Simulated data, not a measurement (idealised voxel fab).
process module | voxel self aligned vias
cross-section cut | 265 nm wide | cells 5 nm
A cross-section is a grid of square cells, given in bands from the top down. A band is one or more rows of cells.
Each band's line starts with the height of the band's top and of its bottom, in nm. Then come its materials from left to right, each with its width in nm. One material with "throughout" fills the band from edge to edge. "air" is empty space.
Height 0 is the level under which the wafer as received is all one material. The lowest band goes on downwards, as in "0 down".
A width such as "30 to 40" changes by the same amount from each row of cells to the next, from the band's top row to its bottom row.
"no change" after a step means that no cell of the cross-section changed.
closed voids: empty space of 8 cells or more with no open way to the top, each as width x height at its distance from the left edge, in nm
after a step's settings: what the simulator itself notes on the step
overlay nm, on a step with a mask: how far to the right of its planned place the mask lay; to the left if negative
plan
1 op RECEIVE | material Si
2 op CONFORMAL_DEP | material SiO2 | thk nm 15
3 op CONFORMAL_DEP | material SiCN | thk nm 5
4 op DIRECTIONAL_DEP | material lowk | thk nm 30
5 op MASKED_ETCH | tone open | mask id LINES | width nm 25 | pitch nm 75 | etch materials lowk | depth nm 30 | overlay nm 0
6 op CONFORMAL_DEP | material TiN | thk nm 5
7 op FILL_DEP | material Ru | thk nm 10
8 op CMP | height nm 50
9 op SELECTIVE_ETCH | etch materials W Ru TiN | depth nm 5
10 op FILL_DEP | material SiN | thk nm 10
11 op CMP | height nm 50
12 op DIRECTIONAL_DEP | material lowk | thk nm 20
13 op PATTERN | tone open | mask id VIAS | material resist | width nm 45 | thk nm 20 | overlay nm 0
14 op DIRECTIONAL_ETCH | etch materials lowk | depth nm 20
15 op DIRECTIONAL_ETCH | etch materials SiN | depth nm 5
16 op STRIP | etch materials resist
17 op CONFORMAL_DEP | material TiN | thk nm 5
18 op FILL_DEP | material W | thk nm 10
19 op CMP | height nm 70
20 op CONFORMAL_DEP | material SiN | thk nm 5
as received, after step 1
  0 down: Si throughout
  closed voids: none
first wafer at the end, as planned
  75 to 70: SiN throughout
  70 to 55: lowk 70 | TiN 5 | W 35 | TiN 5 | lowk 150
  55 to 50: lowk 70 | TiN 15 | W 15 | TiN 15 | lowk 150
  50 to 45: lowk 80 | TiN 25 | lowk 50 | SiN 25 | lowk 85
  45 to 25: lowk 80 | TiN 5 | Ru 15 | TiN 5 | lowk 50 | TiN 5 | Ru 15 | TiN 5 | lowk 85
  25 to 20: lowk 80 | TiN 25 | lowk 50 | TiN 25 | lowk 85
  20 to 15: SiCN throughout
  15 to 0: SiO2 throughout
  0 down: Si throughout
  closed voids: none
second wafer at the end: like start, like plan, one mistake
  75 to 70: SiN throughout
  70 to 55: lowk 70 | TiN 5 | W 35 | TiN 5 | lowk 150
  55 to 50: lowk 70 | TiN 45 | lowk 150
  50 to 15: SiCN throughout
  15 to 0: SiO2 throughout
  0 down: Si throughout
  closed voids: none
what went wrong: step 4 ran as: op DIRECTIONAL_DEP | material SiCN | thk nm 30
at the end the second wafer has, in cells: 24 fewer of Ru | 318 more of SiCN | 5 fewer of SiN | 28 fewer of TiN | 3 fewer of W | 258 fewer of lowk
